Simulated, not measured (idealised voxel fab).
process module | voxel capacitor over wiring
cross-section cut | 145 nm wide | cells 5 nm
A cross-section is a grid of square cells, given in bands from the top down. A band is one or more rows of cells.
Each band's line starts with the height of the band's top and of its bottom, in nm. Then come its materials from left to right, each with its width in nm. One material with "throughout" fills the band from edge to edge. "air" is empty space.
Height 0 is the level under which the wafer as received is all one material. The lowest band goes on downwards, as in "0 down".
A width such as "30 to 40" changes by the same amount from each row of cells to the next, from the band's top row to its bottom row.
"no change" after a step means that no cell of the cross-section changed.
closed voids: empty space of 8 cells or more with no open way to the top, each as width x height at its distance from the left edge, in nm
after a step's settings: what the simulator itself notes on the step
overlay nm, on a step with a mask: how far to the right of its planned place the mask lay; to the left if negative
plan
1 op RECEIVE | material Si
2 op CONFORMAL_DEP | material SiO2 | thk nm 15
3 op CONFORMAL_DEP | material SiN | thk nm 5
4 op DIRECTIONAL_DEP | material SiO2 | thk nm 20
5 op DIRECTIONAL_DEP | material aC | thk nm 10
6 op PATTERN | tone open | mask id METAL_1 | material resist | width nm 20 | pitch nm 90 | thk nm 30 | overlay nm 0
7 op DIRECTIONAL_ETCH | etch materials aC | depth nm 10
8 op STRIP | etch materials resist
9 op DIRECTIONAL_ETCH | etch materials SiO2 | depth nm 20
10 op DIRECTIONAL_ETCH | etch materials SiN | depth nm 5
11 op STRIP | etch materials aC
12 op CONFORMAL_DEP | material TiN | thk nm 5
13 op FILL_DEP | material Cu | thk nm 10
14 op CMP | height nm 40
15 op CONFORMAL_DEP | material SiCN | thk nm 5
16 op DIRECTIONAL_DEP | material lowk | thk nm 15
17 op DIRECTIONAL_DEP | material aC | thk nm 15
18 op PATTERN | tone open | mask id PLUG_1 | material resist | width nm 15 | thk nm 35 | overlay nm 0
19 op DIRECTIONAL_ETCH | etch materials aC | depth nm 15
20 op STRIP | etch materials resist
21 op DIRECTIONAL_ETCH | etch materials lowk | depth nm 15
22 op DIRECTIONAL_ETCH | etch materials SiCN | depth nm 5
23 op STRIP | etch materials aC
24 op CONFORMAL_DEP | material TiN | thk nm 5
25 op FILL_DEP | material Cu | thk nm 5
26 op CMP | height nm 60
27 op DIRECTIONAL_DEP | material TiN | thk nm 5
28 op DIRECTIONAL_DEP | material SiN | thk nm 5
29 op DIRECTIONAL_DEP | material TiN | thk nm 5
30 op DIRECTIONAL_DEP | material aC | thk nm 10
31 op PATTERN | tone cover | mask id UPPER_PLATE | material resist | width nm 75 | thk nm 30 | overlay nm 0
32 op DIRECTIONAL_ETCH | etch materials aC | depth nm 10
33 op STRIP | etch materials resist
34 op DIRECTIONAL_ETCH | etch materials TiN | depth nm 5
35 op DIRECTIONAL_ETCH | etch materials SiN | depth nm 5
36 op STRIP | etch materials aC
37 op PATTERN | tone cover | mask id LOWER_PLATE | material resist | width nm 85 | thk nm 15 | overlay nm 0
38 op DIRECTIONAL_ETCH | etch materials TiN | depth nm 5
39 op STRIP | etch materials resist
40 op FILL_DEP | material SiO2 | thk nm 20
41 op CMP | height nm 90
42 op PATTERN | tone open | mask id PLUG_2 | material resist | width nm 15 | thk nm 15 | overlay nm 0
43 op DIRECTIONAL_ETCH | etch materials SiO2 | depth nm 15
44 op STRIP | etch materials resist
45 op CONFORMAL_DEP | material TiN | thk nm 5
46 op FILL_DEP | material Ru | thk nm 10
47 op CMP | height nm 90
48 op CONFORMAL_DEP | material SiN | thk nm 5
first wafer, as planned
as received, after step 1
  0 down: Si throughout
  closed voids: none
after step 2
  15 to 0: SiO2 throughout
  below 0: unchanged
after step 3
  20 to 15: SiN throughout
  below 15: unchanged
after step 4
  40 to 20: SiO2 throughout
  below 20: unchanged
after step 5
  50 to 40: aC throughout
  below 40: unchanged
after step 6
  80 to 50: resist 15 | air 20 | resist 70 | air 20 | resist 20
  below 50: unchanged
after step 7
  70 to 50: resist 15 | air 20 | resist 70 | air 20 | resist 20
  50 to 40: aC 15 | air 20 | aC 70 | air 20 | aC 20
  below 40: unchanged
after step 8
  50 to 40: aC 15 | air 20 | aC 70 | air 20 | aC 20
  below 40: unchanged
after step 9
  50 to 40: aC 15 | air 20 | aC 70 | air 20 | aC 20
  40 to 20: SiO2 15 | air 20 | SiO2 70 | air 20 | SiO2 20
  below 20: unchanged
after step 10
  50 to 40: aC 15 | air 20 | aC 70 | air 20 | aC 20
  40 to 20: SiO2 15 | air 20 | SiO2 70 | air 20 | SiO2 20
  20 to 15: SiN 15 | air 20 | SiN 70 | air 20 | SiN 20
  below 15: unchanged
after step 11
  40 to 20: SiO2 15 | air 20 | SiO2 70 | air 20 | SiO2 20
  below 20: unchanged
after step 12
  45 to 40: TiN 20 | air 10 | TiN 80 | air 10 | TiN 25
  40 to 20: SiO2 15 | TiN 5 | air 10 | TiN 5 | SiO2 70 | TiN 5 | air 10 | TiN 5 | SiO2 20
  20 to 15: SiN 15 | TiN 20 | SiN 70 | TiN 20 | SiN 20
  below 15: unchanged
after step 13
  55 to 45: Cu throughout
  45 to 40: TiN 20 | Cu 10 | TiN 80 | Cu 10 | TiN 25
  40 to 20: SiO2 15 | TiN 5 | Cu 10 | TiN 5 | SiO2 70 | TiN 5 | Cu 10 | TiN 5 | SiO2 20
  below 20: unchanged
after step 14
  40 to 20: SiO2 15 | TiN 5 | Cu 10 | TiN 5 | SiO2 70 | TiN 5 | Cu 10 | TiN 5 | SiO2 20
  below 20: unchanged
after step 15
  45 to 40: SiCN throughout
  below 40: unchanged
after step 16
  60 to 45: lowk throughout
  below 45: unchanged
after step 17
  75 to 60: aC throughout
  below 60: unchanged
after step 18
  110 to 75: resist 20 | air 15 | resist 110
  below 75: unchanged
after step 19
  95 to 75: resist 20 | air 15 | resist 110
  75 to 60: aC 20 | air 15 | aC 110
  below 60: unchanged
after step 20
  75 to 60: aC 20 | air 15 | aC 110
  below 60: unchanged
after step 21
  75 to 60: aC 20 | air 15 | aC 110
  60 to 45: lowk 20 | air 15 | lowk 110
  below 45: unchanged
after step 22
  75 to 60: aC 20 | air 15 | aC 110
  60 to 45: lowk 20 | air 15 | lowk 110
  45 to 40: SiCN 20 | air 15 | SiCN 110
  below 40: unchanged
after step 23
  60 to 45: lowk 20 | air 15 | lowk 110
  below 45: unchanged
after step 24
  65 to 60: TiN 25 | air 5 | TiN 115
  60 to 45: lowk 20 | TiN 5 | air 5 | TiN 5 | lowk 110
  45 to 40: SiCN 20 | TiN 15 | SiCN 110
  below 40: unchanged
after step 25
  70 to 65: Cu throughout
  65 to 60: TiN 25 | Cu 5 | TiN 115
  60 to 45: lowk 20 | TiN 5 | Cu 5 | TiN 5 | lowk 110
  below 45: unchanged
after step 26
  60 to 45: lowk 20 | TiN 5 | Cu 5 | TiN 5 | lowk 110
  below 45: unchanged
after step 27
  65 to 60: TiN throughout
  below 60: unchanged
after step 28
  70 to 65: SiN throughout
  below 65: unchanged
after step 29
  75 to 70: TiN throughout
  below 70: unchanged
after step 30
  85 to 75: aC throughout
  below 75: unchanged
after step 31
  115 to 85: air 20 | resist 75 | air 50
  below 85: unchanged
after step 32
  105 to 85: air 20 | resist 75 | air 50
  85 to 75: air 20 | aC 75 | air 50
  below 75: unchanged
after step 33
  85 to 75: air 20 | aC 75 | air 50
  below 75: unchanged
after step 34
  85 to 75: air 20 | aC 75 | air 50
  75 to 70: air 20 | TiN 75 | air 50
  below 70: unchanged
after step 35
  85 to 75: air 20 | aC 75 | air 50
  75 to 70: air 20 | TiN 75 | air 50
  70 to 65: air 20 | SiN 75 | air 50
  below 65: unchanged
after step 36
  75 to 70: air 20 | TiN 75 | air 50
  below 70: unchanged
after step 37
  90 to 75: air 15 | resist 85 | air 45
  75 to 70: air 15 | resist 5 | TiN 75 | resist 5 | air 45
  70 to 65: air 15 | resist 5 | SiN 75 | resist 5 | air 45
  below 65: unchanged
after step 38
  90 to 75: air 15 | resist 85 | air 45
  75 to 70: air 15 | resist 5 | TiN 75 | resist 5 | air 45
  70 to 65: air 15 | resist 5 | SiN 75 | resist 5 | air 45
  65 to 60: air 15 | TiN 85 | air 45
  below 60: unchanged
after step 39
  75 to 70: air 20 | TiN 75 | air 50
  70 to 65: air 20 | SiN 75 | air 50
  below 65: unchanged
after step 40
  95 to 75: SiO2 throughout
  75 to 70: SiO2 20 | TiN 75 | SiO2 50
  70 to 65: SiO2 20 | SiN 75 | SiO2 50
  65 to 60: SiO2 15 | TiN 85 | SiO2 45
  below 60: unchanged
after step 41
  90 to 75: SiO2 throughout
  below 75: unchanged
after step 42
  105 to 90: resist 30 | air 15 | resist 100
  below 90: unchanged
after step 43
  105 to 90: resist 30 | air 15 | resist 100
  90 to 75: SiO2 30 | air 15 | SiO2 100
  below 75: unchanged
after step 44
  90 to 75: SiO2 30 | air 15 | SiO2 100
  below 75: unchanged
after step 45
  95 to 90: TiN 35 | air 5 | TiN 105
  90 to 80: SiO2 30 | TiN 5 | air 5 | TiN 5 | SiO2 100
  80 to 70: SiO2 30 to 20 | TiN 15 to 75 | SiO2 100 to 50
  below 70: unchanged
after step 46
  105 to 95: Ru throughout
  95 to 90: TiN 35 | Ru 5 | TiN 105
  90 to 80: SiO2 30 | TiN 5 | Ru 5 | TiN 5 | SiO2 100
  below 80: unchanged
after step 47
  90 to 80: SiO2 30 | TiN 5 | Ru 5 | TiN 5 | SiO2 100
  below 80: unchanged
after step 48
  95 to 90: SiN throughout
  below 90: unchanged
second wafer: like start, like plan, one mistake. Through step 41 it matches the first wafer
when step 42 should have ended
  105 to 90: resist 20 | air 15 | resist 110
  below 90: unchanged
when step 43 should have ended
  105 to 90: resist 20 | air 15 | resist 110
  90 to 75: SiO2 20 | air 15 | SiO2 110
  below 75: unchanged
when step 44 should have ended
  90 to 75: SiO2 20 | air 15 | SiO2 110
  below 75: unchanged
when step 45 should have ended
  95 to 90: TiN 25 | air 5 | TiN 115
  90 to 80: SiO2 20 | TiN 5 | air 5 | TiN 5 | SiO2 110
  80 to 70: SiO2 20 | TiN 15 to 75 | SiO2 110 to 50
  below 70: unchanged
when step 46 should have ended
  105 to 95: Ru throughout
  95 to 90: TiN 25 | Ru 5 | TiN 115
  90 to 80: SiO2 20 | TiN 5 | Ru 5 | TiN 5 | SiO2 110
  below 80: unchanged
when step 47 should have ended
  90 to 80: SiO2 20 | TiN 5 | Ru 5 | TiN 5 | SiO2 110
  below 80: unchanged
when step 48 should have ended
  95 to 90: SiN throughout
  below 90: unchanged
what went wrong: step 42 ran as: op PATTERN | tone open | mask id PLUG_2 | material resist | width nm 15 | thk nm 15 | overlay nm -10
at the end the second wafer has, in cells: as many of each material as the first, in other places
